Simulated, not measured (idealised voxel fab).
Presented below is a process module, voxel capacitor over wiring.
Section cut is 225 nm wide and gridded with 5 nm square cells.
Notation: cross-section as square-cell grid; stated in bands, top first, going down; one or more cell rows per band.
The entry gives the band's vertical extent as a top height and a bottom height in nm, then its horizontal make-up as materials from left to right, each with a width in nm. "blank" stands for empty space; a single material marked "all across" fills the band edge to edge.
A quick word on heights: they are counted from 0, and under that level the wafer as it came to us is one material throughout. The lowest band is different from the rest in having no bottom; it simply continues downward, written as in "0..down".
Note: "30 to 40" means the width goes from the first number (top row of the band) to the second number (bottom row) in equal steps per row of cells.
A step reported as "everything unchanged" is a step in which no cell of the cross-section changed.
So "Voids, sealed" is basically the list of trapped voids: any empty space of 8 cells or more that can't reach the top through an opening. They're written width x height at distance, the distance being from the left edge, and it's all nm.
What comes after the settings on a step's line is commentary from the simulator itself on that step.
overlay nm: mask offset rightward from planned place, masked step; negative means leftward offset.
### Below is the list of planned process steps
1: RECEIVE [material Si]
2: CONFORMAL_DEP [material SiO2] [thk nm 10]
3: DIRECTIONAL_DEP [material TiN] [thk nm 5]
4: DIRECTIONAL_DEP [material W] [thk nm 25]
5: DIRECTIONAL_DEP [material aC] [thk nm 15]
6: PATTERN [tone cover] [mask id METAL_1] [material resist] [width nm 20] [pitch nm 90] [thk nm 30] [overlay nm 0]
7: DIRECTIONAL_ETCH [etch materials aC] [depth nm 15]
8: STRIP [etch materials resist]
9: DIRECTIONAL_ETCH [etch materials W] [depth nm 25]
10: DIRECTIONAL_ETCH [etch materials TiN] [depth nm 5]
11: STRIP [etch materials aC]
12: FILL_DEP [material lowk] [thk nm 5]
13: CMP [height nm 40]
14: CONFORMAL_DEP [material SiCN] [thk nm 5]
15: DIRECTIONAL_DEP [material SiO2] [thk nm 15]
16: DIRECTIONAL_DEP [material aC] [thk nm 15]
17: PATTERN [tone open] [mask id PLUG_1] [material resist] [width nm 15] [thk nm 35] [overlay nm 0]
18: DIRECTIONAL_ETCH [etch materials aC] [depth nm 15]
19: STRIP [etch materials resist]
20: DIRECTIONAL_ETCH [etch materials SiO2] [depth nm 15]
21: DIRECTIONAL_ETCH [etch materials SiCN] [depth nm 5]
22: STRIP [etch materials aC]
23: EPI [material Ru] [thk nm 10]
24: EPI [material Ru] [thk nm 10]
25: DIRECTIONAL_DEP [material TiN] [thk nm 10]
26: DIRECTIONAL_DEP [material Al2O3] [thk nm 5]
27: DIRECTIONAL_DEP [material TiN] [thk nm 5]
28: DIRECTIONAL_DEP [material aC] [thk nm 15]
29: PATTERN [tone cover] [mask id UPPER_PLATE] [material resist] [width nm 75] [thk nm 35] [overlay nm 0]
30: DIRECTIONAL_ETCH [etch materials aC] [depth nm 15]
31: STRIP [etch materials resist]
32: DIRECTIONAL_ETCH [etch materials TiN] [depth nm 5]
33: DIRECTIONAL_ETCH [etch materials Al2O3] [depth nm 5]
34: STRIP [etch materials aC]
35: PATTERN [tone cover] [mask id LOWER_PLATE] [material resist] [width nm 85] [thk nm 15] [overlay nm 0]
36: DIRECTIONAL_ETCH [etch materials TiN] [depth nm 10]
37: STRIP [etch materials resist]
38: FILL_DEP [material SiO2] [thk nm 15]
39: CMP [height nm 90]
40: MASKED_ETCH [tone open] [mask id PLUG_2] [width nm 15] [etch materials SiO2] [depth nm 10] [overlay nm 0]
41: CONFORMAL_DEP [material TiN] [thk nm 5]
42: FILL_DEP [material Ru] [thk nm 5]
43: CMP [height nm 90]
44: CONFORMAL_DEP [material SiCN] [thk nm 5]
### Cross-section of the wafer as it came to us, i.e., already through step 1
  0..down | Si all across
  Voids, sealed: none
### Post-module cross-section: identical start and plan to those above, one misstep in execution
  95..90 | SiCN all across
  90..85 | 70 SiO2  5 TiN  5 Ru  5 TiN  140 SiO2
  85..80 | 70 SiO2  15 TiN  140 SiO2
  80..75 | 55 SiO2  5 TiN  75 SiO2  5 TiN  85 SiO2
  75..70 | 60 Al2O3  75 SiO2  90 Al2O3
  70..60 | TiN all across
  60..45 | 60 SiO2  15 Ru  150 SiO2
  45..40 | 60 SiCN  15 Ru  150 SiCN
  40..15 | 55 lowk  20 W  70 lowk  20 W  60 lowk
  15..10 | 55 lowk  20 TiN  70 lowk  20 TiN  60 lowk
  10..0 | SiO2 all across
  0..down | Si all across
  Voids, sealed: none
Processing error: so step 29 ended up running with a different setting than we planned, it ran as PATTERN [tone open] [mask id UPPER_PLATE] [material resist] [width nm 75] [thk nm 35] [overlay nm 0]
